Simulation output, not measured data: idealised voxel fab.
process module | voxel plated lines
cross-section cut | 265 nm wide | cells 5 nm
A cross-section is a grid of square cells, given in bands from the top down. A band is one or more rows of cells.
Each band's line starts with the height of the band's top and of its bottom, in nm. Then come its materials from left to right, each with its width in nm. One material with "throughout" fills the band from edge to edge. "air" is empty space.
Height 0 is the level under which the wafer as received is all one material. The lowest band goes on downwards, as in "0 down".
A width such as "30 to 40" changes by the same amount from each row of cells to the next, from the band's top row to its bottom row.
"no change" after a step means that no cell of the cross-section changed.
closed voids: empty space of 8 cells or more with no open way to the top, each as width x height at its distance from the left edge, in nm
after a step's settings: what the simulator itself notes on the step
overlay nm, on a step with a mask: how far to the right of its planned place the mask lay; to the left if negative
plan
1 op RECEIVE | material Si
2 op CONFORMAL_DEP | material Al2O3 | thk nm 10
3 op DIRECTIONAL_DEP | material TiN | thk nm 5
4 op PATTERN | tone open | mask id LINES | material resist | width nm 25 | pitch nm 45 | thk nm 20 | overlay nm 0
5 op EPI | material Ru | thk nm 5
6 op STRIP | etch materials resist
7 op DIRECTIONAL_ETCH | etch materials TiN | depth nm 5
8 op CONFORMAL_DEP | material SiCN | thk nm 10
first wafer, as planned
as received, after step 1
  0 down: Si throughout
  closed voids: none
after step 2
  10 to 0: Al2O3 throughout
  below 0: unchanged
after step 3
  15 to 10: TiN throughout
  below 10: unchanged
after step 4
  35 to 15: resist 95 | air 25 | resist 20 | air 25 | resist 100
  below 15: unchanged
after step 5
  35 to 20: resist 95 | air 25 | resist 20 | air 25 | resist 100
  20 to 15: resist 95 | Ru 25 | resist 20 | Ru 25 | resist 100
  below 15: unchanged
after step 6
  20 to 15: air 95 | Ru 25 | air 20 | Ru 25 | air 100
  below 15: unchanged
after step 7
  20 to 15: air 95 | Ru 25 | air 20 | Ru 25 | air 100
  15 to 10: air 95 | TiN 25 | air 20 | TiN 25 | air 100
  below 10: unchanged
after step 8
  30 to 20: air 85 | SiCN 90 | air 90
  20 to 15: SiCN 95 | Ru 25 | SiCN 20 | Ru 25 | SiCN 100
  15 to 10: SiCN 95 | TiN 25 | SiCN 20 | TiN 25 | SiCN 100
  below 10: unchanged
second wafer: like start, like plan, one mistake. Through step 1 it matches the first wafer
when step 2 should have ended
  5 to 0: TiN throughout
  below 0: unchanged
when step 3 should have ended
  15 to 5: Al2O3 throughout
  below 5: unchanged
when step 4 should have ended
  35 to 15: resist 95 | air 25 | resist 20 | air 25 | resist 100
  below 15: unchanged
when step 5 should have ended: no change
when step 6 should have ended
  15 to 5: Al2O3 throughout
  below 5: unchanged
when step 7 should have ended: no change
when step 8 should have ended
  25 to 15: SiCN throughout
  below 15: unchanged
what went wrong: steps 2 and 3 were swapped
at the end the second wafer has, in cells: 10 fewer of Ru | 16 fewer of SiCN | 43 more of TiN
